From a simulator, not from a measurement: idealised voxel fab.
process module | voxel double patterning
cross-section cut | 160 nm wide | cells 5 nm
A cross-section is a grid of square cells, given in bands from the top down. A band is one or more rows of cells.
Each band's line starts with the height of the band's top and of its bottom, in nm. Then come its materials from left to right, each with its width in nm. One material with "throughout" fills the band from edge to edge. "air" is empty space.
Height 0 is the level under which the wafer as received is all one material. The lowest band goes on downwards, as in "0 down".
A width such as "30 to 40" changes by the same amount from each row of cells to the next, from the band's top row to its bottom row.
"no change" after a step means that no cell of the cross-section changed.
closed voids: empty space of 8 cells or more with no open way to the top, each as width x height at its distance from the left edge, in nm
after a step's settings: what the simulator itself notes on the step
overlay nm, on a step with a mask: how far to the right of its planned place the mask lay; to the left if negative
plan
1 op RECEIVE | material Si
2 op CONFORMAL_DEP | material SiO2 | thk nm 10
3 op DIRECTIONAL_DEP | material W | thk nm 20
4 op DIRECTIONAL_DEP | material SiCN | thk nm 5
5 op MASKED_ETCH | tone open | mask id FIRST | width nm 15 | pitch nm 50 | etch materials SiCN | depth nm 5 | overlay nm 0
6 op MASKED_ETCH | tone open | mask id SECOND | width nm 15 | pitch nm 50 | etch materials SiCN | depth nm 5 | overlay nm 0
7 op DIRECTIONAL_ETCH | etch materials W | depth nm 20
8 op STRIP | etch materials SiCN
as received, after step 1
  0 down: Si throughout
  closed voids: none
first wafer at the end, as planned
  30 to 10: W 20 | air 15 | W 10 | air 15 | W 10 | air 15 | W 10 | air 15 | W 10 | air 15 | W 25
  10 to 0: SiO2 throughout
  0 down: Si throughout
  closed voids: none
second wafer at the end: like start, like plan, one mistake
  30 to 0: SiO2 throughout
  0 down: Si throughout
  closed voids: none
what went wrong: step 3 ran as: op DIRECTIONAL_DEP | material SiO2 | thk nm 20
at the end the second wafer has, in cells: 128 more of SiO2 | 68 fewer of W
